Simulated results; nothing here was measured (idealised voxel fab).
process module | voxel gate over fins
cross-section cut | 200 nm wide | cells 5 nm
A cross-section is a grid of square cells, given in bands from the top down. A band is one or more rows of cells.
Each band's line starts with the height of the band's top and of its bottom, in nm. Then come its materials from left to right, each with its width in nm. One material with "throughout" fills the band from edge to edge. "air" is empty space.
Height 0 is the level under which the wafer as received is all one material. The lowest band goes on downwards, as in "0 down".
A width such as "30 to 40" changes by the same amount from each row of cells to the next, from the band's top row to its bottom row.
"no change" after a step means that no cell of the cross-section changed.
closed voids: empty space of 8 cells or more with no open way to the top, each as width x height at its distance from the left edge, in nm
after a step's settings: what the simulator itself notes on the step
overlay nm, on a step with a mask: how far to the right of its planned place the mask lay; to the left if negative
plan
1 op RECEIVE | material Si
2 op CONFORMAL_DEP | material SiN | thk nm 5
3 op PATTERN | tone cover | mask id FINS | material resist | width nm 15 | pitch nm 50 | thk nm 15 | overlay nm 0
4 op DIRECTIONAL_ETCH | etch materials SiN | depth nm 5
5 op DIRECTIONAL_ETCH | etch materials Si | depth nm 30
6 op STRIP | etch materials resist
7 op FILL_DEP | material SiO2 | thk nm 15
8 op CMP | height nm 5
9 op MASKED_ETCH | tone open | mask id RAIL | width nm 15 | etch materials SiO2 | depth nm 30 | overlay nm 0
10 op CONFORMAL_DEP | material TiN | thk nm 5
11 op FILL_DEP | material W | thk nm 5
12 op CMP | height nm 5
13 op SELECTIVE_ETCH | etch materials W Ru TiN | depth nm 25
14 op FILL_DEP | material SiO2 | thk nm 5
15 op CMP | height nm 5
16 op SELECTIVE_ETCH | etch materials SiO2 | depth nm 15
17 op STRIP | etch materials SiN
18 op CONFORMAL_DEP | material HfO2 | thk nm 5
19 op CONFORMAL_DEP | material TiN | thk nm 5
20 op FILL_DEP | material W | thk nm 15
21 op CMP | height nm 20
22 op CONFORMAL_DEP | material SiN | thk nm 5
as received, after step 1
  0 down: Si throughout
  closed voids: none
a wafer at the end: this start, this plan, one mistake
  25 to 20: SiN throughout
  20 to 10: W throughout
  10 to 5: W 5 | TiN 35 | W 15 | TiN 35 | W 15 | TiN 35 | W 15 | TiN 35 | W 10
  5 to 0: W 5 | TiN 5 | HfO2 25 | TiN 5 | W 15 | TiN 5 | HfO2 25 | TiN 5 | W 15 | TiN 5 | HfO2 25 | TiN 5 | W 15 | TiN 5 | HfO2 25 | TiN 5 | W 10
  0 to -5: TiN 10 | HfO2 5 | Si 15 | HfO2 5 | TiN 25 | HfO2 5 | Si 15 | HfO2 5 | TiN 25 | HfO2 5 | Si 15 | HfO2 5 | TiN 25 | HfO2 5 | Si 15 | HfO2 5 | TiN 15
  -5 to -10: HfO2 15 | Si 15 | HfO2 35 | Si 15 | HfO2 35 | Si 15 | HfO2 35 | Si 15 | HfO2 20
  -10 to -20: SiO2 15 | Si 15 | SiO2 35 | Si 15 | SiO2 35 | Si 15 | SiO2 35 | Si 15 | SiO2 20
  -20 to -25: SiO2 15 | Si 15 | SiO2 10 | TiN 20 | SiO2 5 | Si 15 | SiO2 35 | Si 15 | SiO2 35 | Si 15 | SiO2 20
  -25 to -30: SiO2 15 | Si 15 | SiO2 35 | Si 15 | SiO2 35 | Si 15 | SiO2 35 | Si 15 | SiO2 20
  -30 down: Si throughout
  closed voids: none
what went wrong: step 9 ran as: op MASKED_ETCH | tone open | mask id RAIL | width nm 20 | etch materials SiO2 | depth nm 30 | overlay nm 0
